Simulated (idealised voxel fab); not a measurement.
process module | voxel capacitor over wiring
cross-section cut | 255 nm wide | cells 5 nm
A cross-section is a grid of square cells, given in bands from the top down. A band is one or more rows of cells.
Each band's line starts with the height of the band's top and of its bottom, in nm. Then come its materials from left to right, each with its width in nm. One material with "throughout" fills the band from edge to edge. "air" is empty space.
Height 0 is the level under which the wafer as received is all one material. The lowest band goes on downwards, as in "0 down".
A width such as "30 to 40" changes by the same amount from each row of cells to the next, from the band's top row to its bottom row.
"no change" after a step means that no cell of the cross-section changed.
closed voids: empty space of 8 cells or more with no open way to the top, each as width x height at its distance from the left edge, in nm
after a step's settings: what the simulator itself notes on the step
overlay nm, on a step with a mask: how far to the right of its planned place the mask lay; to the left if negative
plan
1 op RECEIVE | material Si
2 op CONFORMAL_DEP | material SiO2 | thk nm 15
3 op DIRECTIONAL_DEP | material TiN | thk nm 5
4 op DIRECTIONAL_DEP | material Ru | thk nm 25
5 op MASKED_ETCH | tone cover | mask id METAL_1 | width nm 15 | pitch nm 85 | etch materials Ru | depth nm 25 | overlay nm 0
6 op MASKED_ETCH | tone cover | mask id METAL_1 | width nm 20 | pitch nm 85 | etch materials TiN | depth nm 5 | overlay nm 0
7 op FILL_DEP | material SiO2 | thk nm 10
8 op CMP | height nm 45
9 op CONFORMAL_DEP | material SiCN | thk nm 5
10 op DIRECTIONAL_DEP | material SiO2 | thk nm 20
11 op DIRECTIONAL_DEP | material aC | thk nm 10
12 op PATTERN | tone open | mask id PLUG_1 | material resist | width nm 15 | thk nm 30 | overlay nm 0
13 op DIRECTIONAL_ETCH | etch materials aC | depth nm 10
14 op STRIP | etch materials resist
15 op DIRECTIONAL_ETCH | etch materials SiO2 | depth nm 20
16 op DIRECTIONAL_ETCH | etch materials SiCN | depth nm 5
17 op STRIP | etch materials aC
18 op EPI | material Ru | thk nm 10
19 op EPI | material Ru | thk nm 10
20 op EPI | material Ru | thk nm 5
21 op DIRECTIONAL_DEP | material TiN | thk nm 5
22 op DIRECTIONAL_DEP | material HfO2 | thk nm 5
23 op DIRECTIONAL_DEP | material TiN | thk nm 5
24 op MASKED_ETCH | tone cover | mask id UPPER_PLATE | width nm 70 | etch materials TiN | depth nm 5 | overlay nm 0
25 op MASKED_ETCH | tone cover | mask id UPPER_PLATE | width nm 70 | etch materials HfO2 | depth nm 5 | overlay nm 0
26 op MASKED_ETCH | tone cover | mask id LOWER_PLATE | width nm 80 | etch materials TiN | depth nm 5 | overlay nm 0
27 op FILL_DEP | material SiO2 | thk nm 15
28 op CMP | height nm 95
29 op PATTERN | tone open | mask id PLUG_2 | material resist | width nm 15 | thk nm 15 | overlay nm 0
30 op DIRECTIONAL_ETCH | etch materials SiO2 | depth nm 10
31 op STRIP | etch materials resist
32 op CONFORMAL_DEP | material TiN | thk nm 5
33 op FILL_DEP | material Ru | thk nm 10
34 op CMP | height nm 95
35 op CONFORMAL_DEP | material SiCN | thk nm 5
varied across the wafers: width nm of step 5. The plan shows the first wafer's value. All wafers start alike
first wafer as received, after step 1
  0 down: Si throughout
  closed voids: none
each wafer at the end: cells of each material gained (+) or lost (-) since it was received, then its closed voids
width nm 15 | +14 HfO2 | +46 Ru | +99 SiCN | +818 SiO2 | +43 TiN | closed voids: none
width nm 20 | +14 HfO2 | +56 Ru | +99 SiCN | +808 SiO2 | +43 TiN | closed voids: none
width nm 25 | +14 HfO2 | +66 Ru | +99 SiCN | +796 SiO2 | +45 TiN | closed voids: none
width nm 30 | +14 HfO2 | +76 Ru | +99 SiCN | +784 SiO2 | +47 TiN | closed voids: none
width nm 35 | +14 HfO2 | +86 Ru | +99 SiCN | +772 SiO2 | +49 TiN | closed voids: none
